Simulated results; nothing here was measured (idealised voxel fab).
voxel transistor to metal: a process module
Cross-section cut spans 190 nm and uses square cells 5 nm in size.
In this document a cross-section is written as a grid of square cells. It is given as a series of bands, listed from the top down, and a band is one or more rows of cells.
Read a band's entry like this: the first values are the height of its top and the height of its bottom in nm, and what follows is the sequence of materials from left to right, each with its width in nm. Note that "empty" is empty space, and that a single material marked "throughout" reaches across the band from edge to edge.
Convention: height 0 is the level below which the wafer, as received, is all one material. The lowest band does not terminate at the bottom but continues downward, represented as "0..down".
The width entry "30 to 40" should be interpreted row by row: the top row of cells in the band takes the first number, the bottom row takes the second number, and the change between adjacent rows is uniform throughout.
Step marked "nothing got changed"? Then no cell in the cross-section changed in it.
Empty spaces without an open route to the top, at least 8 cells in extent, make up the entry "Fully enclosed voids"; each is given as width x height at distance, where the distance is measured from the left edge, and all are in nm.
On a step's line, text after the settings is the simulator commenting on that step.
The "overlay nm" setting may appear on a step's line; for a step that uses a mask, it gives how far to the right of its planned position the mask lay, and a negative value indicates the left.

THIS SECTION LISTS THE PROCESS STEPS THAT WERE PLANNED
1) RECEIVE,material Si
2) OXIDIZE,depth nm 5
3) CONFORMAL_DEP,material SiN,thk nm 15
4) PATTERN,tone cover,mask id ACTIVE,material resist,width nm 115,thk nm 20,overlay nm 0
5) DIRECTIONAL_ETCH,etch materials SiN,depth nm 15
6) DIRECTIONAL_ETCH,etch materials SiO2,depth nm 5
7) DIRECTIONAL_ETCH,etch materials Si,depth nm 30
8) STRIP,etch materials resist
9) OXIDIZE,depth nm 5
10) FILL_DEP,material SiO2,thk nm 15
11) CMP,height nm 15
12) SELECTIVE_ETCH,etch materials SiO2,depth nm 15
13) STRIP,etch materials SiN
14) SELECTIVE_ETCH,etch materials SiO2,depth nm 5
15) OXIDIZE,depth nm 5
16) DIRECTIONAL_DEP,material polySi,thk nm 20
17) DIRECTIONAL_DEP,material SiCN,thk nm 15
18) DIRECTIONAL_DEP,material aC,thk nm 15
19) PATTERN,tone cover,mask id GATE,material resist,width nm 35,thk nm 35,overlay nm 0
20) DIRECTIONAL_ETCH,etch materials aC,depth nm 5
21) STRIP,etch materials resist
22) DIRECTIONAL_ETCH,etch materials SiCN,depth nm 25
23) DIRECTIONAL_ETCH,etch materials polySi,depth nm 30
24) STRIP,etch materials aC
25) CONFORMAL_DEP,material SiN,thk nm 10
26) DIRECTIONAL_ETCH,etch materials SiN,depth nm 10
27) DIRECTIONAL_ETCH,etch materials SiO2,depth nm 5
28) DIRECTIONAL_ETCH,etch materials Si,depth nm 15
29) EPI,material SiGe,thk nm 15
30) FILL_DEP,material SiO2,thk nm 5
31) CMP,height nm 15
32) STRIP,etch materials polySi
33) SELECTIVE_ETCH,etch materials SiO2,depth nm 5
34) CONFORMAL_DEP,material HfO2,thk nm 5
35) CONFORMAL_DEP,material TiN,thk nm 5
36) FILL_DEP,material W,thk nm 10
37) CMP,height nm 10
38) DIRECTIONAL_DEP,material SiO2,thk nm 10
39) DIRECTIONAL_DEP,material aC,thk nm 15
40) PATTERN,tone open,mask id CONTACT,material resist,width nm 15,pitch nm 80,thk nm 30,overlay nm 0
41) DIRECTIONAL_ETCH,etch materials aC,depth nm 15
42) STRIP,etch materials resist
43) DIRECTIONAL_ETCH,etch materials SiO2,depth nm 30
44) STRIP,etch materials aC
45) CONFORMAL_DEP,material TiN,thk nm 5
46) FILL_DEP,material Ru,thk nm 5
47) CMP,height nm 20
48) CONFORMAL_DEP,material SiCN,thk nm 5
49) DIRECTIONAL_DEP,material SiO2,thk nm 25
50) MASKED_ETCH,tone open,mask id METAL_1,width nm 15,pitch nm 80,etch materials SiO2,depth nm 25,overlay nm 0
51) MASKED_ETCH,tone open,mask id METAL_1,width nm 15,pitch nm 80,etch materials SiCN,depth nm 5,overlay nm 0
52) CONFORMAL_DEP,material TiN,thk nm 5
53) FILL_DEP,material Cu,thk nm 10
54) CMP,height nm 50
55) CONFORMAL_DEP,material SiCN,thk nm 5
It is noted that the wafers described herein are identical at the outset and are distinguished by the depth nm of step 20; the value stated in the plan corresponds to the first wafer.

STEP 1 COMPLETE: AS-RECEIVED CROSS-SECTION OF THE FIRST OF SEVERAL WAFERS
> 0..down: Si throughout
> Fully enclosed voids: none

ONCE STEP 55, THE LAST STEP, IS COMPLETE, THE MODULE IS AT ITS END; THIS IS THE CROSS-SECTION OF THE FIRST OF SEVERAL WAFERS
> 55..50: SiCN throughout
> 50..25: 45 SiO2, then 5 TiN, then 5 Cu, then 5 TiN, then 65 SiO2, then 5 TiN, then 5 Cu, then 5 TiN, then 50 SiO2
> 25..20: 45 SiCN, then 15 TiN, then 65 SiCN, then 15 TiN, then 50 SiCN
> 20..15: 45 SiO2, then 5 TiN, then 5 Ru, then 5 TiN, then 65 SiO2, then 5 TiN, then 5 Ru, then 5 TiN, then 50 SiO2
> 15..10: 45 SiO2, then 15 TiN, then 65 SiO2, then 15 TiN, then 50 SiO2
> 10..0: W throughout
> 0..-5: TiN throughout
> -5..-10: HfO2 throughout
> -10..-40: 40 SiO2, then 105 Si, then 45 SiO2
> -40..down: Si throughout
> Fully enclosed voids: none

X-SECTION, LAST WAFER, MODULE END
> 55..50: SiCN throughout
> 50..25: 45 SiO2, then 5 TiN, then 5 Cu, then 5 TiN, then 65 SiO2, then 5 TiN, then 5 Cu, then 5 TiN, then 50 SiO2
> 25..20: 45 SiCN, then 15 TiN, then 65 SiCN, then 15 TiN, then 50 SiCN
> 20..10: 45 SiO2, then 5 TiN, then 5 Ru, then 5 TiN, then 65 SiO2, then 5 TiN, then 5 Ru, then 5 TiN, then 50 SiO2
> 10..5: 45 SiO2, then 15 TiN, then 5 SiO2, then 10 SiN, then 5 HfO2, then 5 TiN, then 15 W, then 5 TiN, then 5 HfO2, then 10 SiN, then 5 SiO2, then 15 TiN, then 50 SiO2
> 5..0: 45 SiO2, then 5 TiN, then 15 SiGe, then 10 SiN, then 5 HfO2, then 5 TiN, then 15 W, then 5 TiN, then 5 HfO2, then 10 SiN, then 15 SiGe, then 5 TiN, then 50 SiO2
> 0..-5: 45 SiO2, then 5 TiN, then 15 SiGe, then 10 SiN, then 5 HfO2, then 25 TiN, then 5 HfO2, then 10 SiN, then 15 SiGe, then 5 TiN, then 50 SiO2
> -5..-10: 45 SiO2, then 5 TiN, then 15 SiGe, then 5 SiO2, then 45 HfO2, then 5 SiO2, then 15 SiGe, then 5 TiN, then 50 SiO2
> -10..-25: 40 SiO2, then 25 SiGe, then 55 Si, then 25 SiGe, then 45 SiO2
> -25..-40: 40 SiO2, then 105 Si, then 45 SiO2
> -40..down: Si throughout
> Fully enclosed voids: none

BELOW, A ROW FOR EVERY WAFER. READ IT AS THE END-OF-MODULE PICTURE: FOR EACH MATERIAL THE WAFER SHOWS ITS CELLS GAINED (+) OR LOST (-) SINCE IT WAS RECEIVED, AND THEN ITS CLOSED VOIDS
depth nm 5; +10 Cu; +38 HfO2; +2 Ru; -178 Si; +70 SiCN; +326 SiO2; +74 TiN; +76 W; Fully enclosed voids: none
depth nm 10; +10 Cu; +38 HfO2; +2 Ru; -178 Si; +70 SiCN; +326 SiO2; +74 TiN; +76 W; Fully enclosed voids: none
depth nm 15; +10 Cu; +15 HfO2; +4 Ru; -208 Si; +70 SiCN; +48 SiGe; +12 SiN; +406 SiO2; +55 TiN; +6 W; Fully enclosed voids: none
depth nm 20; +10 Cu; +15 HfO2; +4 Ru; -208 Si; +70 SiCN; +48 SiGe; +12 SiN; +406 SiO2; +55 TiN; +6 W; Fully enclosed voids: none
depth nm 25; +10 Cu; +15 HfO2; +4 Ru; -208 Si; +70 SiCN; +48 SiGe; +12 SiN; +406 SiO2; +55 TiN; +6 W; Fully enclosed voids: none
depth nm 30; +10 Cu; +15 HfO2; +4 Ru; -208 Si; +70 SiCN; +48 SiGe; +12 SiN; +406 SiO2; +55 TiN; +6 W; Fully enclosed voids: none
